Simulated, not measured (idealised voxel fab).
process module | voxel lift off
cross-section cut | 295 nm wide | cells 5 nm
A cross-section is a grid of square cells, given in bands from the top down. A band is one or more rows of cells.
Each band's line starts with the height of the band's top and of its bottom, in nm. Then come its materials from left to right, each with its width in nm. One material with "throughout" fills the band from edge to edge. "air" is empty space.
Height 0 is the level under which the wafer as received is all one material. The lowest band goes on downwards, as in "0 down".
A width such as "30 to 40" changes by the same amount from each row of cells to the next, from the band's top row to its bottom row.
"no change" after a step means that no cell of the cross-section changed.
closed voids: empty space of 8 cells or more with no open way to the top, each as width x height at its distance from the left edge, in nm
after a step's settings: what the simulator itself notes on the step
overlay nm, on a step with a mask: how far to the right of its planned place the mask lay; to the left if negative
plan
1 op RECEIVE | material Si
2 op CONFORMAL_DEP | material Al2O3 | thk nm 15
3 op PATTERN | tone open | mask id LINES | material resist | width nm 30 | pitch nm 55 | thk nm 15 | overlay nm 0
4 op DIRECTIONAL_DEP | material Ru | thk nm 5
5 op STRIP | etch materials resist
6 op CONFORMAL_DEP | material SiO2 | thk nm 10
first wafer, as planned
as received, after step 1
  0 down: Si throughout
  closed voids: none
after step 2
  15 to 0: Al2O3 throughout
  below 0: unchanged
after step 3
  30 to 15: resist 75 | air 30 | resist 25 | air 30 | resist 25 | air 30 | resist 80
  below 15: unchanged
after step 4
  35 to 30: Ru 75 | air 30 | Ru 25 | air 30 | Ru 25 | air 30 | Ru 80
  30 to 20: resist 75 | air 30 | resist 25 | air 30 | resist 25 | air 30 | resist 80
  20 to 15: resist 75 | Ru 30 | resist 25 | Ru 30 | resist 25 | Ru 30 | resist 80
  below 15: unchanged
after step 5
  20 to 15: air 75 | Ru 30 | air 25 | Ru 30 | air 25 | Ru 30 | air 80
  below 15: unchanged
after step 6
  30 to 25: air 65 | SiO2 50 | air 5 | SiO2 50 | air 5 | SiO2 50 | air 70
  25 to 20: SiO2 throughout
  20 to 15: SiO2 75 | Ru 30 | SiO2 25 | Ru 30 | SiO2 25 | Ru 30 | SiO2 80
  below 15: unchanged
second wafer: like start, like plan, one mistake. Through step 1 it matches the first wafer
when step 2 should have ended
  30 to 0: Al2O3 throughout
  below 0: unchanged
when step 3 should have ended
  45 to 30: resist 75 | air 30 | resist 25 | air 30 | resist 25 | air 30 | resist 80
  below 30: unchanged
when step 4 should have ended
  50 to 45: Ru 75 | air 30 | Ru 25 | air 30 | Ru 25 | air 30 | Ru 80
  45 to 35: resist 75 | air 30 | resist 25 | air 30 | resist 25 | air 30 | resist 80
  35 to 30: resist 75 | Ru 30 | resist 25 | Ru 30 | resist 25 | Ru 30 | resist 80
  below 30: unchanged
when step 5 should have ended
  35 to 30: air 75 | Ru 30 | air 25 | Ru 30 | air 25 | Ru 30 | air 80
  below 30: unchanged
when step 6 should have ended
  45 to 40: air 65 | SiO2 50 | air 5 | SiO2 50 | air 5 | SiO2 50 | air 70
  40 to 35: SiO2 throughout
  35 to 30: SiO2 75 | Ru 30 | SiO2 25 | Ru 30 | SiO2 25 | Ru 30 | SiO2 80
  below 30: unchanged
what went wrong: step 2 was run twice
at the end the second wafer has, in cells: 177 more of Al2O3
